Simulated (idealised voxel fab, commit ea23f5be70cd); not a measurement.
Process module under the name voxel ribs on slabs
We display cut, a cross-section 150 nm in width whose square cells are each 5 nm.
If you're reading a cross-section in this doc, picture square cells in a grid; it comes to you as bands, top ones listed first down to the bottom, and a band can be one or more rows of cells.
Per band: top height and bottom height in nm, followed by the left-to-right materials and their widths in nm; "everywhere" marks a single material spanning edge to edge, "air" marks empty space.
For the purposes of this specification, 0 denotes the height below which the wafer in its as-received condition is composed wholly of one material, and the lowermost band, lacking a lower limit, extends downward without end, as expressed in "z 0 and below".
The expression "30 to 40" gives the width at the extremes of the band, the first number at its top row of cells and the second at its bottom row, with the width changing by equal amounts from each row to the next in between.
"same as before", as given for a step, is the statement that not any cell of the cross-section underwent a change during that step.
"Enclosed empty spaces" specifies each empty space that is not open to the top and that occupies no fewer than 8 cells, using the form width x height at distance, the distance measured from the left edge and all three quantities in nm.
That trailing text on a step's line, after the settings, is the simulator's own remark on the step.
"overlay nm" denotes, for a step that has a mask, the displacement of the mask to the right of its planned place, with negative values corresponding to the left.

### Process steps foreseen in the plan
1) RECEIVE | material Si
2) DIRECTIONAL_DEP | material SiO2 | thk nm 20
3) DIRECTIONAL_DEP | material polySi | thk nm 25
4) MASKED_ETCH | tone cover | mask id RIB | width nm 20 | etch materials polySi | depth nm 15 | overlay nm 0
5) DIRECTIONAL_DEP | material aC | thk nm 15
6) PATTERN | tone cover | mask id SLAB | material resist | width nm 50 | thk nm 30 | overlay nm 0
7) DIRECTIONAL_ETCH | etch materials aC | depth nm 15
8) STRIP | etch materials resist
9) DIRECTIONAL_ETCH | etch materials polySi | depth nm 10
10) STRIP | etch materials aC
11) FILL_DEP | material SiO2 | thk nm 15
12) CMP | height nm 55
13) DIRECTIONAL_DEP | material W | thk nm 5
14) DIRECTIONAL_DEP | material aC | thk nm 15
15) PATTERN | tone cover | mask id HEATER | material resist | width nm 30 | thk nm 30 | overlay nm 0
16) DIRECTIONAL_ETCH | etch materials aC | depth nm 15
17) STRIP | etch materials resist
18) DIRECTIONAL_ETCH | etch materials W | depth nm 5
19) STRIP | etch materials aC
20) CONFORMAL_DEP | material SiO2 | thk nm 10

### Cross-sectional view of the wafer in its as-received condition, corresponding to the state after step 1
z 0 and below | Si everywhere
Enclosed empty spaces: none

### Wafer at module end, in section. Began as above, planned as above, run with one mistake
z 75 to 70 | air 45 nm, SiO2 60 nm, air 45 nm
z 70 to 60 | SiO2 everywhere
z 60 to 55 | SiO2 60 nm, W 30 nm, SiO2 60 nm
z 55 to 45 | SiO2 everywhere
z 45 to 30 | SiO2 65 nm, polySi 20 nm, SiO2 65 nm
z 30 to 20 | SiO2 50 nm, polySi 50 nm, SiO2 50 nm
z 20 to 0 | SiO2 everywhere
z 0 and below | Si everywhere
Enclosed empty spaces: none
Where did the run depart from the plan? step 20 went in with a setting other than planned; the actual run was CONFORMAL_DEP | material SiO2 | thk nm 15
